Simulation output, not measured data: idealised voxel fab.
Process module in this document: voxel self aligned vias
Cross-section cut: width 255 nm, square cells of 5 nm.
In this document a cross-section is written as a grid of square cells. It is given as a series of bands, listed from the top down, and a band is one or more rows of cells.
The entry gives the band's vertical extent as a top height and a bottom height in nm, then its horizontal make-up as materials from left to right, each with a width in nm. "blank" stands for empty space; a single material marked "everywhere" fills the band edge to edge.
Ref level 0: as-received wafer is one material below here. Bottom band extends down with no lower bound ("0 nm and below").
Quick explanation for "30..40": the width changes in equal steps down the rows of cells, from the first number in the band's top row to the second number in its bottom row.
"nothing altered" means the step left every cell of the cross-section as it was.
Reported under the label "Closed void table" are the empty spaces having no open way to the top and comprising 8 cells or more; the notation for each is width x height at distance, in which the distance is measured from the left edge and all three values are in nm.
What comes after the settings on a step's line is commentary from the simulator itself on that step.
Among the settings permitted on a step's line is "overlay nm"; applied to a step with a mask, it specifies the extent to which the mask lay to the right of its planned position, whereas a negative figure signifies a position to the left.
PROCESS STEPS (PLANNED)
- 1: RECEIVE [material Si]
- 2: CONFORMAL_DEP [material SiO2] [thk nm 10]
- 3: CONFORMAL_DEP [material SiCN] [thk nm 5]
- 4: DIRECTIONAL_DEP [material SiO2] [thk nm 25]
- 5: DIRECTIONAL_DEP [material aC] [thk nm 15]
- 6: PATTERN [tone open] [mask id LINES] [material resist] [width nm 25] [pitch nm 75] [thk nm 30] [overlay nm 0]
- 7: DIRECTIONAL_ETCH [etch materials aC] [depth nm 15]
- 8: STRIP [etch materials resist]
- 9: DIRECTIONAL_ETCH [etch materials SiO2] [depth nm 25]
- 10: STRIP [etch materials aC]
- 11: CONFORMAL_DEP [material TiN] [thk nm 5]
- 12: FILL_DEP [material Ru] [thk nm 5]
- 13: CMP [height nm 40]
- 14: SELECTIVE_ETCH [etch materials W Ru TiN] [depth nm 10]
- 15: FILL_DEP [material SiN] [thk nm 5]
- 16: CMP [height nm 40]
- 17: DIRECTIONAL_DEP [material SiO2] [thk nm 15]
- 18: PATTERN [tone open] [mask id VIAS] [material resist] [width nm 45] [pitch nm 150] [thk nm 15] [overlay nm 0]
- 19: DIRECTIONAL_ETCH [etch materials SiO2] [depth nm 15]
- 20: DIRECTIONAL_ETCH [etch materials SiN] [depth nm 10]
- 21: STRIP [etch materials resist]
- 22: CONFORMAL_DEP [material TiN] [thk nm 5]
- 23: FILL_DEP [material Cu] [thk nm 10]
- 24: CMP [height nm 55]
- 25: CONFORMAL_DEP [material SiN] [thk nm 5]
FIRST OF TWO WAFERS, PROCESSED ACCORDING TO PLAN
SHOWN IN CROSS-SECTION IS THE WAFER AS RECEIVED, THAT IS, AS IT STANDS AFTER STEP 1
	0 nm and below | Si everywhere
	Closed void table: none
CROSS-SECTION OF THE WAFER SUBSEQUENT TO STEP 2
	10 nm to 0 nm | SiO2 everywhere
	At heights below 0, the structure remains unaltered.
CROSS-SECTION OF THE WAFER SUBSEQUENT TO STEP 3
	15 nm to 10 nm | SiCN everywhere
	At heights below 10, the structure remains unaltered.
CROSS-SECTION OF THE WAFER SUBSEQUENT TO STEP 4
	40 nm to 15 nm | SiO2 everywhere
	At heights below 15, the structure remains unaltered.
CROSS-SECTION OF THE WAFER SUBSEQUENT TO STEP 5
	55 nm to 40 nm | aC everywhere
	At heights below 40, the structure remains unaltered.
CROSS-SECTION OF THE WAFER SUBSEQUENT TO STEP 6
	85 nm to 55 nm | resist: 40 / blank: 25 / resist: 50 / blank: 25 / resist: 50 / blank: 25 / resist: 40
	At heights below 55, the structure remains unaltered.
CROSS-SECTION OF THE WAFER SUBSEQUENT TO STEP 7
	70 nm to 55 nm | resist: 40 / blank: 25 / resist: 50 / blank: 25 / resist: 50 / blank: 25 / resist: 40
	55 nm to 40 nm | aC: 40 / blank: 25 / aC: 50 / blank: 25 / aC: 50 / blank: 25 / aC: 40
	At heights below 40, the structure remains unaltered.
CROSS-SECTION OF THE WAFER SUBSEQUENT TO STEP 8
	55 nm to 40 nm | aC: 40 / blank: 25 / aC: 50 / blank: 25 / aC: 50 / blank: 25 / aC: 40
	At heights below 40, the structure remains unaltered.
CROSS-SECTION OF THE WAFER SUBSEQUENT TO STEP 9
	55 nm to 40 nm | aC: 40 / blank: 25 / aC: 50 / blank: 25 / aC: 50 / blank: 25 / aC: 40
	40 nm to 15 nm | SiO2: 40 / blank: 25 / SiO2: 50 / blank: 25 / SiO2: 50 / blank: 25 / SiO2: 40
	At heights below 15, the structure remains unaltered.
CROSS-SECTION OF THE WAFER SUBSEQUENT TO STEP 10
	40 nm to 15 nm | SiO2: 40 / blank: 25 / SiO2: 50 / blank: 25 / SiO2: 50 / blank: 25 / SiO2: 40
	At heights below 15, the structure remains unaltered.
CROSS-SECTION OF THE WAFER SUBSEQUENT TO STEP 11
	45 nm to 40 nm | TiN: 45 / blank: 15 / TiN: 60 / blank: 15 / TiN: 60 / blank: 15 / TiN: 45
	40 nm to 20 nm | SiO2: 40 / TiN: 5 / blank: 15 / TiN: 5 / SiO2: 50 / TiN: 5 / blank: 15 / TiN: 5 / SiO2: 50 / TiN: 5 / blank: 15 / TiN: 5 / SiO2: 40
	20 nm to 15 nm | SiO2: 40 / TiN: 25 / SiO2: 50 / TiN: 25 / SiO2: 50 / TiN: 25 / SiO2: 40
	At heights below 15, the structure remains unaltered.
CROSS-SECTION OF THE WAFER SUBSEQUENT TO STEP 12
	50 nm to 45 nm | Ru everywhere
	45 nm to 40 nm | TiN: 45 / Ru: 15 / TiN: 60 / Ru: 15 / TiN: 60 / Ru: 15 / TiN: 45
	40 nm to 20 nm | SiO2: 40 / TiN: 5 / Ru: 15 / TiN: 5 / SiO2: 50 / TiN: 5 / Ru: 15 / TiN: 5 / SiO2: 50 / TiN: 5 / Ru: 15 / TiN: 5 / SiO2: 40
	At heights below 20, the structure remains unaltered.
CROSS-SECTION OF THE WAFER SUBSEQUENT TO STEP 13
	40 nm to 20 nm | SiO2: 40 / TiN: 5 / Ru: 15 / TiN: 5 / SiO2: 50 / TiN: 5 / Ru: 15 / TiN: 5 / SiO2: 50 / TiN: 5 / Ru: 15 / TiN: 5 / SiO2: 40
	At heights below 20, the structure remains unaltered.
CROSS-SECTION OF THE WAFER SUBSEQUENT TO STEP 14
	40 nm to 30 nm | SiO2: 40 / blank: 25 / SiO2: 50 / blank: 25 / SiO2: 50 / blank: 25 / SiO2: 40
	At heights below 30, the structure remains unaltered.
CROSS-SECTION OF THE WAFER SUBSEQUENT TO STEP 15
	45 nm to 40 nm | SiN everywhere
	40 nm to 30 nm | SiO2: 40 / SiN: 25 / SiO2: 50 / SiN: 25 / SiO2: 50 / SiN: 25 / SiO2: 40
	At heights below 30, the structure remains unaltered.
CROSS-SECTION OF THE WAFER SUBSEQUENT TO STEP 16
	40 nm to 30 nm | SiO2: 40 / SiN: 25 / SiO2: 50 / SiN: 25 / SiO2: 50 / SiN: 25 / SiO2: 40
	At heights below 30, the structure remains unaltered.
CROSS-SECTION OF THE WAFER SUBSEQUENT TO STEP 17
	55 nm to 40 nm | SiO2 everywhere
	At heights below 40, the structure remains unaltered.
CROSS-SECTION OF THE WAFER SUBSEQUENT TO STEP 18
	70 nm to 55 nm | resist: 30 / blank: 45 / resist: 105 / blank: 45 / resist: 30
	At heights below 55, the structure remains unaltered.
CROSS-SECTION OF THE WAFER SUBSEQUENT TO STEP 19
	70 nm to 55 nm | resist: 30 / blank: 45 / resist: 105 / blank: 45 / resist: 30
	55 nm to 40 nm | SiO2: 30 / blank: 45 / SiO2: 105 / blank: 45 / SiO2: 30
	At heights below 40, the structure remains unaltered.
CROSS-SECTION OF THE WAFER SUBSEQUENT TO STEP 20
	70 nm to 55 nm | resist: 30 / blank: 45 / resist: 105 / blank: 45 / resist: 30
	55 nm to 40 nm | SiO2: 30 / blank: 45 / SiO2: 105 / blank: 45 / SiO2: 30
	40 nm to 30 nm | SiO2: 40 / blank: 25 / SiO2: 50 / SiN: 25 / SiO2: 50 / blank: 25 / SiO2: 40
	At heights below 30, the structure remains unaltered.
CROSS-SECTION OF THE WAFER SUBSEQUENT TO STEP 21
	55 nm to 40 nm | SiO2: 30 / blank: 45 / SiO2: 105 / blank: 45 / SiO2: 30
	At heights below 40, the structure remains unaltered.
CROSS-SECTION OF THE WAFER SUBSEQUENT TO STEP 22
	60 nm to 55 nm | TiN: 35 / blank: 35 / TiN: 115 / blank: 35 / TiN: 35
	55 nm to 45 nm | SiO2: 30 / TiN: 5 / blank: 35 / TiN: 5 / SiO2: 105 / TiN: 5 / blank: 35 / TiN: 5 / SiO2: 30
	45 nm to 40 nm | SiO2: 30 / TiN: 15 / blank: 15 / TiN: 15 / SiO2: 105 / TiN: 15 / blank: 15 / TiN: 15 / SiO2: 30
	40 nm to 35 nm | SiO2: 40 / TiN: 5 / blank: 15 / TiN: 5 / SiO2: 50 / SiN: 25 / SiO2: 50 / TiN: 5 / blank: 15 / TiN: 5 / SiO2: 40
	35 nm to 30 nm | SiO2: 40 / TiN: 25 / SiO2: 50 / SiN: 25 / SiO2: 50 / TiN: 25 / SiO2: 40
	At heights below 30, the structure remains unaltered.
CROSS-SECTION OF THE WAFER SUBSEQUENT TO STEP 23
	70 nm to 60 nm | Cu everywhere
	60 nm to 55 nm | TiN: 35 / Cu: 35 / TiN: 115 / Cu: 35 / TiN: 35
	55 nm to 45 nm | SiO2: 30 / TiN: 5 / Cu: 35 / TiN: 5 / SiO2: 105 / TiN: 5 / Cu: 35 / TiN: 5 / SiO2: 30
	45 nm to 40 nm | SiO2: 30 / TiN: 15 / Cu: 15 / TiN: 15 / SiO2: 105 / TiN: 15 / Cu: 15 / TiN: 15 / SiO2: 30
	40 nm to 35 nm | SiO2: 40 / TiN: 5 / Cu: 15 / TiN: 5 / SiO2: 50 / SiN: 25 / SiO2: 50 / TiN: 5 / Cu: 15 / TiN: 5 / SiO2: 40
	At heights below 35, the structure remains unaltered.
CROSS-SECTION OF THE WAFER SUBSEQUENT TO STEP 24
	55 nm to 45 nm | SiO2: 30 / TiN: 5 / Cu: 35 / TiN: 5 / SiO2: 105 / TiN: 5 / Cu: 35 / TiN: 5 / SiO2: 30
	At heights below 45, the structure remains unaltered.
CROSS-SECTION OF THE WAFER SUBSEQUENT TO STEP 25
	60 nm to 55 nm | SiN everywhere
	At heights below 55, the structure remains unaltered.
COMPANION WAFER, THE SECOND OF TWO: SAME BEGINNING, SAME INTENDED SEQUENCE, ONE MISTAKE IN CARRYING IT OUT; THROUGH STEP 1 INCLUSIVE IT TRACKS THE FIRST EXACTLY
AT THE PLANNED END OF STEP 2, THE SECOND WAFER IN CROSS-SECTION
	5 nm to 0 nm | SiCN everywhere
	At heights below 0, the structure remains unaltered.
AT THE PLANNED END OF STEP 3, THE SECOND WAFER IN CROSS-SECTION
	15 nm to 5 nm | SiO2 everywhere
	At heights below 5, the structure remains unaltered.
AT THE PLANNED END OF STEP 4, THE SECOND WAFER IN CROSS-SECTION
	40 nm to 5 nm | SiO2 everywhere
	At heights below 5, the structure remains unaltered.
AT THE PLANNED END OF STEP 5, THE SECOND WAFER IN CROSS-SECTION
	55 nm to 40 nm | aC everywhere
	At heights below 40, the structure remains unaltered.
AT THE PLANNED END OF STEP 6, THE SECOND WAFER IN CROSS-SECTION
	85 nm to 55 nm | resist: 40 / blank: 25 / resist: 50 / blank: 25 / resist: 50 / blank: 25 / resist: 40
	At heights below 55, the structure remains unaltered.
AT THE PLANNED END OF STEP 7, THE SECOND WAFER IN CROSS-SECTION
	70 nm to 55 nm | resist: 40 / blank: 25 / resist: 50 / blank: 25 / resist: 50 / blank: 25 / resist: 40
	55 nm to 40 nm | aC: 40 / blank: 25 / aC: 50 / blank: 25 / aC: 50 / blank: 25 / aC: 40
	At heights below 40, the structure remains unaltered.
AT THE PLANNED END OF STEP 8, THE SECOND WAFER IN CROSS-SECTION
	55 nm to 40 nm | aC: 40 / blank: 25 / aC: 50 / blank: 25 / aC: 50 / blank: 25 / aC: 40
	At heights below 40, the structure remains unaltered.
AT THE PLANNED END OF STEP 9, THE SECOND WAFER IN CROSS-SECTION
	55 nm to 40 nm | aC: 40 / blank: 25 / aC: 50 / blank: 25 / aC: 50 / blank: 25 / aC: 40
	40 nm to 15 nm | SiO2: 40 / blank: 25 / SiO2: 50 / blank: 25 / SiO2: 50 / blank: 25 / SiO2: 40
	At heights below 15, the structure remains unaltered.
AT THE PLANNED END OF STEP 10, THE SECOND WAFER IN CROSS-SECTION
	40 nm to 15 nm | SiO2: 40 / blank: 25 / SiO2: 50 / blank: 25 / SiO2: 50 / blank: 25 / SiO2: 40
	At heights below 15, the structure remains unaltered.
AT THE PLANNED END OF STEP 11, THE SECOND WAFER IN CROSS-SECTION
	45 nm to 40 nm | TiN: 45 / blank: 15 / TiN: 60 / blank: 15 / TiN: 60 / blank: 15 / TiN: 45
	40 nm to 20 nm | SiO2: 40 / TiN: 5 / blank: 15 / TiN: 5 / SiO2: 50 / TiN: 5 / blank: 15 / TiN: 5 / SiO2: 50 / TiN: 5 / blank: 15 / TiN: 5 / SiO2: 40
	20 nm to 15 nm | SiO2: 40 / TiN: 25 / SiO2: 50 / TiN: 25 / SiO2: 50 / TiN: 25 / SiO2: 40
	At heights below 15, the structure remains unaltered.
AT THE PLANNED END OF STEP 12, THE SECOND WAFER IN CROSS-SECTION
	50 nm to 45 nm | Ru everywhere
	45 nm to 40 nm | TiN: 45 / Ru: 15 / TiN: 60 / Ru: 15 / TiN: 60 / Ru: 15 / TiN: 45
	40 nm to 20 nm | SiO2: 40 / TiN: 5 / Ru: 15 / TiN: 5 / SiO2: 50 / TiN: 5 / Ru: 15 / TiN: 5 / SiO2: 50 / TiN: 5 / Ru: 15 / TiN: 5 / SiO2: 40
	At heights below 20, the structure remains unaltered.
AT THE PLANNED END OF STEP 13, THE SECOND WAFER IN CROSS-SECTION
	40 nm to 20 nm | SiO2: 40 / TiN: 5 / Ru: 15 / TiN: 5 / SiO2: 50 / TiN: 5 / Ru: 15 / TiN: 5 / SiO2: 50 / TiN: 5 / Ru: 15 / TiN: 5 / SiO2: 40
	At heights below 20, the structure remains unaltered.
AT THE PLANNED END OF STEP 14, THE SECOND WAFER IN CROSS-SECTION
	40 nm to 30 nm | SiO2: 40 / blank: 25 / SiO2: 50 / blank: 25 / SiO2: 50 / blank: 25 / SiO2: 40
	At heights below 30, the structure remains unaltered.
AT THE PLANNED END OF STEP 15, THE SECOND WAFER IN CROSS-SECTION
	45 nm to 40 nm | SiN everywhere
	40 nm to 30 nm | SiO2: 40 / SiN: 25 / SiO2: 50 / SiN: 25 / SiO2: 50 / SiN: 25 / SiO2: 40
	At heights below 30, the structure remains unaltered.
AT THE PLANNED END OF STEP 16, THE SECOND WAFER IN CROSS-SECTION
	40 nm to 30 nm | SiO2: 40 / SiN: 25 / SiO2: 50 / SiN: 25 / SiO2: 50 / SiN: 25 / SiO2: 40
	At heights below 30, the structure remains unaltered.
AT THE PLANNED END OF STEP 17, THE SECOND WAFER IN CROSS-SECTION
	55 nm to 40 nm | SiO2 everywhere
	At heights below 40, the structure remains unaltered.
AT THE PLANNED END OF STEP 18, THE SECOND WAFER IN CROSS-SECTION
	70 nm to 55 nm | resist: 30 / blank: 45 / resist: 105 / blank: 45 / resist: 30
	At heights below 55, the structure remains unaltered.
AT THE PLANNED END OF STEP 19, THE SECOND WAFER IN CROSS-SECTION
	70 nm to 55 nm | resist: 30 / blank: 45 / resist: 105 / blank: 45 / resist: 30
	55 nm to 40 nm | SiO2: 30 / blank: 45 / SiO2: 105 / blank: 45 / SiO2: 30
	At heights below 40, the structure remains unaltered.
AT THE PLANNED END OF STEP 20, THE SECOND WAFER IN CROSS-SECTION
	70 nm to 55 nm | resist: 30 / blank: 45 / resist: 105 / blank: 45 / resist: 30
	55 nm to 40 nm | SiO2: 30 / blank: 45 / SiO2: 105 / blank: 45 / SiO2: 30
	40 nm to 30 nm | SiO2: 40 / blank: 25 / SiO2: 50 / SiN: 25 / SiO2: 50 / blank: 25 / SiO2: 40
	At heights below 30, the structure remains unaltered.
AT THE PLANNED END OF STEP 21, THE SECOND WAFER IN CROSS-SECTION
	55 nm to 40 nm | SiO2: 30 / blank: 45 / SiO2: 105 / blank: 45 / SiO2: 30
	At heights below 40, the structure remains unaltered.
AT THE PLANNED END OF STEP 22, THE SECOND WAFER IN CROSS-SECTION
	60 nm to 55 nm | TiN: 35 / blank: 35 / TiN: 115 / blank: 35 / TiN: 35
	55 nm to 45 nm | SiO2: 30 / TiN: 5 / blank: 35 / TiN: 5 / SiO2: 105 / TiN: 5 / blank: 35 / TiN: 5 / SiO2: 30
	45 nm to 40 nm | SiO2: 30 / TiN: 15 / blank: 15 / TiN: 15 / SiO2: 105 / TiN: 15 / blank: 15 / TiN: 15 / SiO2: 30
	40 nm to 35 nm | SiO2: 40 / TiN: 5 / blank: 15 / TiN: 5 / SiO2: 50 / SiN: 25 / SiO2: 50 / TiN: 5 / blank: 15 / TiN: 5 / SiO2: 40
	35 nm to 30 nm | SiO2: 40 / TiN: 25 / SiO2: 50 / SiN: 25 / SiO2: 50 / TiN: 25 / SiO2: 40
	At heights below 30, the structure remains unaltered.
AT THE PLANNED END OF STEP 23, THE SECOND WAFER IN CROSS-SECTION
	70 nm to 60 nm | Cu everywhere
	60 nm to 55 nm | TiN: 35 / Cu: 35 / TiN: 115 / Cu: 35 / TiN: 35
	55 nm to 45 nm | SiO2: 30 / TiN: 5 / Cu: 35 / TiN: 5 / SiO2: 105 / TiN: 5 / Cu: 35 / TiN: 5 / SiO2: 30
	45 nm to 40 nm | SiO2: 30 / TiN: 15 / Cu: 15 / TiN: 15 / SiO2: 105 / TiN: 15 / Cu: 15 / TiN: 15 / SiO2: 30
	40 nm to 35 nm | SiO2: 40 / TiN: 5 / Cu: 15 / TiN: 5 / SiO2: 50 / SiN: 25 / SiO2: 50 / TiN: 5 / Cu: 15 / TiN: 5 / SiO2: 40
	At heights below 35, the structure remains unaltered.
AT THE PLANNED END OF STEP 24, THE SECOND WAFER IN CROSS-SECTION
	55 nm to 45 nm | SiO2: 30 / TiN: 5 / Cu: 35 / TiN: 5 / SiO2: 105 / TiN: 5 / Cu: 35 / TiN: 5 / SiO2: 30
	At heights below 45, the structure remains unaltered.
AT THE PLANNED END OF STEP 25, THE SECOND WAFER IN CROSS-SECTION
	60 nm to 55 nm | SiN everywhere
	At heights below 55, the structure remains unaltered.
What went wrong in running the wafer? contrary to the plan, steps 2 and 3 were processed in exchanged order
Heads up: at the end the two wafers have identical cell counts per material, they're just laid out differently.
